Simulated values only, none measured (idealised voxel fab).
You're looking at the process module voxel quadruple lines.
Section cut is 225 nm wide and gridded with 5 nm square cells.
If you're reading a cross-section in this doc, picture square cells in a grid; it comes to you as bands, top ones listed first down to the bottom, and a band can be one or more rows of cells.
In this notation a band is specified by the heights of its top and bottom, in that order and in nm, after which its materials appear from left to right, each paired with its width in nm. The word "throughout" attached to a single material means that material fills the band from edge to edge; the word "air" stands for empty space.
Heights are reckoned from 0. Under this level, the received wafer is all of one material. The bottommost band is open-ended downward, for example "0 nm and below".
When a width is written as two numbers, as in "30 to 40", the first number is the width in the top row of cells of the band and the second is the width in its bottom row, and the width changes by the same amount from each row to the next.
"remained unchanged" -> step changed no cross-section cell.
The list in "Enclosed void entries" covers empty spaces of 8 cells or more that cannot reach the top through any open way, and it gives each as width x height at distance; the distance is from the left edge, and width, height and distance are in nm.
Past the settings on a step's line: simulator remark, on that step.
The line of a step may include "overlay nm". On a step with a mask, this value is how far to the right of its planned place the mask lay. A negative value means the mask lay to the left.

So here's the lineup of process steps we planned
1,RECEIVE [material Si]
2,CONFORMAL_DEP [material Al2O3] [thk nm 5]
3,DIRECTIONAL_DEP [material TiN] [thk nm 15]
4,DIRECTIONAL_DEP [material polySi] [thk nm 20]
5,DIRECTIONAL_DEP [material aC] [thk nm 25]
6,PATTERN [tone cover] [mask id MANDREL] [material resist] [width nm 25] [pitch nm 80] [thk nm 35] [overlay nm 0]
7,DIRECTIONAL_ETCH [etch materials aC] [depth nm 25]
8,STRIP [etch materials resist]
9,CONFORMAL_DEP [material SiO2] [thk nm 15]
10,DIRECTIONAL_ETCH [etch materials SiO2] [depth nm 15]
11,STRIP [etch materials aC]
12,DIRECTIONAL_ETCH [etch materials polySi] [depth nm 20]
13,STRIP [etch materials SiO2]
14,CONFORMAL_DEP [material SiCN] [thk nm 5]
15,DIRECTIONAL_ETCH [etch materials SiCN] [depth nm 5]
16,STRIP [etch materials polySi]
17,DIRECTIONAL_ETCH [etch materials TiN] [depth nm 15]
18,STRIP [etch materials SiCN]
19,FILL_DEP [material SiO2] [thk nm 10]
20,CMP [height nm 20]

Shown in cross-section is the wafer as received, that is, as it stands after step 1
  0 nm and below | Si throughout
  Enclosed void entries: none

First of two wafers, end-of-module section, run followed plan
  20 nm to 5 nm | 40 nm SiO2 / 5 nm TiN / 15 nm SiO2 / 5 nm TiN / 15 nm SiO2 / 5 nm TiN / 15 nm SiO2 / 5 nm TiN / 15 nm SiO2 / 5 nm TiN / 15 nm SiO2 / 5 nm TiN / 15 nm SiO2 / 5 nm TiN / 15 nm SiO2 / 5 nm TiN / 40 nm SiO2
  5 nm to 0 nm | Al2O3 throughout
  0 nm and below | Si throughout
  Enclosed void entries: none

Second wafer cross-section at end of module - shared start and plan with the first, one mistake in the run
  20 nm to 5 nm | polySi throughout
  5 nm to 0 nm | Al2O3 throughout
  0 nm and below | Si throughout
  Enclosed void entries: none
what went wrong: sequence error: steps 3 and 4 interchanged
In the final state, the cell counts of the second wafer exceed or fall short of those of the first for the following materials: -111 SiO2, -24 TiN, +135 polySi
